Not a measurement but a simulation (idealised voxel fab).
The following process module bears the name voxel air gaps.
Cross-sectional view cut (width: 165 nm; square cell size: 5 nm).
A cross-section in this document is a grid of square cells, and it is written down as bands, the top band listed before the ones below it; a band is made up of one or more rows of cells.
In this notation a band is specified by the heights of its top and bottom, in that order and in nm, after which its materials appear from left to right, each paired with its width in nm. The word "edge to edge" attached to a single material means that material fills the band from edge to edge; the word "blank" stands for empty space.
The reference from which all heights are counted is 0, the level beneath which the as-received wafer is entirely one material; the lowest band, having no lower bound, proceeds downward and is written after the example "0 down".
A width such as "30->40" changes by the same amount from each row of cells to the next, from the band's top row to its bottom row.
A step reported as "remained the same" is a step in which no cell of the cross-section changed.
Listed in "Enclosed void entries": every empty space of 8 or more cells without an open way to the top. Form: width x height at distance, the distance being from the left edge, all in nm.
Heads up: the bit after the settings on a step's line is the simulator's remark on that step.
Each step line may optionally specify "overlay nm", which for a step with a mask gives the rightward distance between the mask's planned place and where it lay, a negative value indicating the leftward direction.

-- This section lists the process steps that were planned
- 1: RECEIVE: material Si
- 2: CONFORMAL_DEP: material SiO2, thk nm 10
- 3: CONFORMAL_DEP: material SiN, thk nm 5
- 4: DIRECTIONAL_DEP: material lowk, thk nm 35
- 5: PATTERN: tone open, mask id LINES, material resist, width nm 15, pitch nm 40, thk nm 15, overlay nm 0
- 6: DIRECTIONAL_ETCH: etch materials lowk, depth nm 35
- 7: STRIP: etch materials resist
- 8: CONFORMAL_DEP: material TiN, thk nm 5
- 9: FILL_DEP: material W, thk nm 5
- 10: CMP: height nm 50
- 11: EPI: material Ru, thk nm 10
- 12: SELECTIVE_ETCH: etch materials lowk, depth nm 45
- 13: CONFORMAL_DEP: material SiCN, thk nm 5

-- As received (post step 1): cross-section
0 down  Si edge to edge
Enclosed void entries: none

-- Module complete, cross-section. Starting point and plan per above. One mistake made in running the module
65 to 60  20 of blank, 125 of SiCN, 20 of blank
60 to 50  20 of blank, 5 of SiCN, 35 of Ru, 5 of SiCN, 35 of Ru, 5 of SiCN, 35 of Ru, 5 of SiCN, 20 of blank
50 to 45  20 of blank, 15 of SiCN, 5 of TiN, 5 of W, 5 of TiN, 25 of SiCN, 5 of TiN, 5 of W, 5 of TiN, 25 of SiCN, 5 of TiN, 5 of W, 5 of TiN, 15 of SiCN, 20 of blank
45 to 20  30 of blank, 5 of SiCN, 5 of TiN, 5 of W, 5 of TiN, 5 of SiCN, 15 of blank, 5 of SiCN, 5 of TiN, 5 of W, 5 of TiN, 5 of SiCN, 15 of blank, 5 of SiCN, 5 of TiN, 5 of W, 5 of TiN, 5 of SiCN, 30 of blank
20 to 15  35 of SiCN, 15 of TiN, 25 of SiCN, 15 of TiN, 25 of SiCN, 15 of TiN, 35 of SiCN
15 to 5  SiO2 edge to edge
5 to 0  SiN edge to edge
0 down  Si edge to edge
Enclosed void entries: 15 x 25 at 55; 15 x 25 at 95
The mistake made against the process plan was this: contrary to the plan, steps 2 and 3 were processed in exchanged order
